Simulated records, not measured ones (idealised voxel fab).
The process module that follows is named voxel ribs on slabs.
The figure presents cross-section cut, which has a width of 225 nm and is divided into square cells with an edge length of 5 nm.
If you're reading a cross-section in this doc, picture square cells in a grid; it comes to you as bands, top ones listed first down to the bottom, and a band can be one or more rows of cells. Read a band's entry like this: the first values are the height of its top and the height of its bottom in nm, and what follows is the sequence of materials from left to right, each with its width in nm. Note that "blank" is empty space, and that a single material marked "full width" reaches across the band from edge to edge. A quick word on heights: they are counted from 0, and under that level the wafer as it came to us is one material throughout. The lowest band is different from the rest in having no bottom; it simply continues downward, written as in "from 0 down". A width such as "30..40" changes by the same amount from each row of cells to the next, from the band's top row to its bottom row. A step reported as "same as before" is a step in which no cell of the cross-section changed. The list in "Enclosed void entries" covers empty spaces of 8 cells or more that cannot reach the top through any open way, and it gives each as width x height at distance; the distance is from the left edge, and width, height and distance are in nm. The remark found on a step's line after its settings is issued by the simulator itself and pertains to that step. overlay nm: mask right of planned place by this much (step with mask). Neg. = left.

This section lists the process steps that were planned
- 1: RECEIVE: material Si
- 2: DIRECTIONAL_DEP: material SiO2, thk nm 25
- 3: DIRECTIONAL_DEP: material SiN, thk nm 15
- 4: DIRECTIONAL_DEP: material aC, thk nm 15
- 5: PATTERN: tone cover, mask id RIB, material resist, width nm 15, thk nm 35, overlay nm 0
- 6: DIRECTIONAL_ETCH: etch materials aC, depth nm 15
- 7: STRIP: etch materials resist
- 8: DIRECTIONAL_ETCH: etch materials SiN, depth nm 10
- 9: STRIP: etch materials aC
- 10: MASKED_ETCH: tone cover, mask id SLAB, width nm 55, etch materials SiN, depth nm 5, overlay nm 0
- 11: FILL_DEP: material SiO2, thk nm 20
- 12: CMP: height nm 55
- 13: DIRECTIONAL_DEP: material TiN, thk nm 5
- 14: PATTERN: tone cover, mask id HEATER, material resist, width nm 25, thk nm 20, overlay nm 0
- 15: DIRECTIONAL_ETCH: etch materials TiN, depth nm 5
- 16: STRIP: etch materials resist
- 17: CONFORMAL_DEP: material SiN, thk nm 10

Delivered wafer in cross-section: state after step 1
    from 0 down  Si full width
    Enclosed void entries: none

Cross-sectional view of the first of the two wafers upon completion of the module, processed in accordance with the plan
    from 70 to 65  blank 90, then SiN 45, then blank 90
    from 65 to 60  SiN full width
    from 60 to 55  SiN 100, then TiN 25, then SiN 100
    from 55 to 40  SiO2 full width
    from 40 to 30  SiO2 105, then SiN 15, then SiO2 105
    from 30 to 25  SiO2 85, then SiN 55, then SiO2 85
    from 25 to 0  SiO2 full width
    from 0 down  Si full width
    Enclosed void entries: none

Module end: cross-section of wafer two of two. Same start and process plan as the first wafer. One mistake during execution
    from 70 to 65  blank 90, then SiN 45, then blank 90
    from 65 to 60  SiN full width
    from 60 to 55  SiN 100, then TiN 25, then SiN 100
    from 55 to 35  SiO2 full width
    from 35 to 30  SiO2 105, then SiN 15, then SiO2 105
    from 30 to 25  SiN 85, then SiO2 20, then SiN 15, then SiO2 20, then SiN 85
    from 25 to 0  SiO2 full width
    from 0 down  Si full width
    Enclosed void entries: none
Finding, execution versus plan: step 10 went in with a setting other than planned; the actual run was MASKED_ETCH: tone open, mask id SLAB, width nm 55, etch materials SiN, depth nm 5, overlay nm 0
Looking at both finished wafers in cells, the second ends up ahead of or behind the first on some materials: SiN +23, SiO2 -23
